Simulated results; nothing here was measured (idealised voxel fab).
Title: Process Module voxel trench capacitor
It is cross-section cut that appears here, measuring 300 nm in width, its square cells being 5 nm in size.
The cross-sections in this document take the form of a grid made of square cells. They are written out as bands, in order from top to bottom. Each band consists of one or more rows of cells. Look at the band entry: it leads with the top's height and the bottom's height in nm. Then it lists the materials left to right, with a width in nm for each. The word "all across" on a single material says that material fills the band edge to edge. The word "blank" is empty space. Note: height 0 marks the level under which the wafer is uniformly one material as received. Lowest band unbounded below, written "0 and below". So if you see something like "30->40" for the width, read it as the top row of the band sitting at the first number and the bottom row at the second, with every row in between moving by the same amount as the last. Reading "remains unaltered" for a step: not a cell of the cross-section changed in it. Heads up: "closed voids" only lists the empty pockets with no open path to the top that are 8 cells or more, and it writes them as width x height at distance, distance from the left edge, in nm. Whatever follows a step's settings on its line is a remark the simulator itself makes about that step. "overlay nm", when on a step's line for a step with a mask, measures how far to the right of its planned place the mask lay; a negative measure means to the left.

Listed below are the process steps as planned:
1,RECEIVE | material Si
2,CONFORMAL_DEP | material SiN | thk nm 10
3,MASKED_ETCH | tone open | mask id TRENCH | width nm 30 | pitch nm 55 | etch materials SiN | depth nm 10 | overlay nm 0
4,MASKED_ETCH | tone open | mask id TRENCH | width nm 30 | pitch nm 55 | etch materials Si | depth nm 30 | overlay nm 0
5,CONFORMAL_DEP | material HfO2 | thk nm 5
6,CONFORMAL_DEP | material TiN | thk nm 5
7,FILL_DEP | material W | thk nm 10
8,CMP | height nm 10

Cross-section, incoming material, after step 1:
    0 and below  Si all across
    closed voids: none

Wafer at module end, in section. Began as above, planned as above, run with one mistake:
    10 down to 0  W all across
    0 and below  Si all across
    closed voids: none
Where did the run depart from the plan? contrary to plan, step 2 was performed as CONFORMAL_DEP | material W | thk nm 10
